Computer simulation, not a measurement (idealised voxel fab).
Process module name: voxel quadruple lines
Cross-section cut spans 215 nm and uses square cells 5 nm in size.
Think of the cross-section as a grid of square cells. We describe it in bands, top to bottom, and each band covers one or more rows of those cells.
Basically the band line says how high the top is and how high the bottom is, in nm, and then what's in it from left to right, every material with its width in nm. Empty space shows up as "blank", and if a single material carries "throughout" it runs the full band edge to edge.
All heights in this document are referenced to 0, defined as the level beneath which the wafer, as received, consists entirely of one material. The lowest band is not bounded below; it extends indefinitely downward and is written in the form "0 -> down".
A width such as "30 to 40" changes by the same amount from each row of cells to the next, from the band's top row to its bottom row.
The designation "changes: none", where it is given for a processing step, indicates that no cell of the cross-section was altered in the course of that step.
Enclosed voids (no open way to top), threshold 8 cells or more, entry "Enclosed cavity list", notation width x height at distance, distance from left edge, nm.
The remark found on a step's line after its settings is issued by the simulator itself and pertains to that step.
overlay nm: mask offset rightward from planned place, masked step; negative means leftward offset.

Planned process steps
1) op RECEIVE | material Si
2) op CONFORMAL_DEP | material SiO2 | thk nm 5
3) op DIRECTIONAL_DEP | material TiN | thk nm 15
4) op DIRECTIONAL_DEP | material polySi | thk nm 15
5) op DIRECTIONAL_DEP | material aC | thk nm 25
6) op PATTERN | tone cover | mask id MANDREL | material resist | width nm 35 | thk nm 35 | overlay nm 0
7) op DIRECTIONAL_ETCH | etch materials aC | depth nm 25
8) op STRIP | etch materials resist
9) op CONFORMAL_DEP | material SiO2 | thk nm 15
10) op DIRECTIONAL_ETCH | etch materials SiO2 | depth nm 15
11) op STRIP | etch materials aC
12) op DIRECTIONAL_ETCH | etch materials polySi | depth nm 15
13) op STRIP | etch materials SiO2
14) op CONFORMAL_DEP | material SiCN | thk nm 10
15) op DIRECTIONAL_ETCH | etch materials SiCN | depth nm 10
16) op STRIP | etch materials polySi
17) op DIRECTIONAL_ETCH | etch materials TiN | depth nm 15
18) op STRIP | etch materials SiCN
19) op FILL_DEP | material lowk | thk nm 10
20) op CMP | height nm 20

Step 1 complete: cross-section of the wafer as received
* 0 -> down | Si throughout
* Enclosed cavity list: none

Module complete, cross-section. Starting point and plan per above. One mistake made in running the module
* 20 -> 5 | polySi throughout
* 5 -> 0 | SiO2 throughout
* 0 -> down | Si throughout
* Enclosed cavity list: none
The mistake made against the process plan was this: step 4 occupied the plan position of step 3, and the converse holds as well
